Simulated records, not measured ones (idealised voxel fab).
process module | voxel self aligned contacts
cross-section cut | 155 nm wide | cells 5 nm
A cross-section is a grid of square cells, given in bands from the top down. A band is one or more rows of cells.
Each band's line starts with the height of the band's top and of its bottom, in nm. Then come its materials from left to right, each with its width in nm. One material with "throughout" fills the band from edge to edge. "air" is empty space.
Height 0 is the level under which the wafer as received is all one material. The lowest band goes on downwards, as in "0 down".
A width such as "30 to 40" changes by the same amount from each row of cells to the next, from the band's top row to its bottom row.
"no change" after a step means that no cell of the cross-section changed.
closed voids: empty space of 8 cells or more with no open way to the top, each as width x height at its distance from the left edge, in nm
after a step's settings: what the simulator itself notes on the step
overlay nm, on a step with a mask: how far to the right of its planned place the mask lay; to the left if negative
plan
1 op RECEIVE | material Si
2 op CONFORMAL_DEP | material SiO2 | thk nm 5
3 op DIRECTIONAL_DEP | material polySi | thk nm 20
4 op DIRECTIONAL_DEP | material SiN | thk nm 15
5 op PATTERN | tone cover | mask id GATE | material resist | width nm 30 | pitch nm 55 | thk nm 20 | overlay nm 0
6 op DIRECTIONAL_ETCH | etch materials SiN | depth nm 15
7 op DIRECTIONAL_ETCH | etch materials polySi | depth nm 20
8 op STRIP | etch materials resist
9 op CONFORMAL_DEP | material SiN | thk nm 5
10 op DIRECTIONAL_ETCH | etch materials SiN | depth nm 5
11 op FILL_DEP | material SiO2 | thk nm 10
12 op CMP | height nm 45
13 op DIRECTIONAL_DEP | material aC | thk nm 10
14 op PATTERN | tone open | mask id CONTACT | material resist | width nm 35 | thk nm 30 | overlay nm 0
15 op DIRECTIONAL_ETCH | etch materials aC | depth nm 10
16 op STRIP | etch materials resist
17 op DIRECTIONAL_ETCH | etch materials SiO2 | depth nm 45
18 op STRIP | etch materials aC
19 op CONFORMAL_DEP | material TiN | thk nm 5
20 op FILL_DEP | material W | thk nm 10
21 op CMP | height nm 45
22 op CONFORMAL_DEP | material SiCN | thk nm 5
as received, after step 1
  0 down: Si throughout
  closed voids: none
first wafer at the end, as planned
  50 to 45: SiCN throughout
  45 to 40: SiO2 60 | TiN 15 | W 5 | TiN 15 | SiO2 60
  40 to 25: SiO2 30 | SiN 40 | TiN 5 | W 5 | TiN 5 | SiN 40 | SiO2 30
  25 to 5: SiO2 30 | SiN 5 | polySi 30 | SiN 5 | TiN 5 | W 5 | TiN 5 | SiN 5 | polySi 30 | SiN 5 | SiO2 30
  5 to 0: SiO2 70 | TiN 15 | SiO2 70
  0 down: Si throughout
  closed voids: none
second wafer at the end: like start, like plan, one mistake
  50 to 45: SiCN throughout
  45 to 40: SiO2 60 | TiN 35 | SiO2 60
  40 to 25: SiO2 25 | SiN 50 | TiN 5 | SiN 50 | SiO2 25
  25 to 5: SiO2 25 | SiN 5 | polySi 40 | SiN 5 | TiN 5 | SiN 5 | polySi 40 | SiN 5 | SiO2 25
  5 to 0: SiO2 75 | TiN 5 | SiO2 75
  0 down: Si throughout
  closed voids: none
what went wrong: step 5 ran as: op PATTERN | tone cover | mask id GATE | material resist | width nm 40 | pitch nm 55 | thk nm 20 | overlay nm 0
at the end the second wafer has, in cells: 12 more of SiN | 12 fewer of SiO2 | 8 fewer of TiN | 8 fewer of W | 16 more of polySi
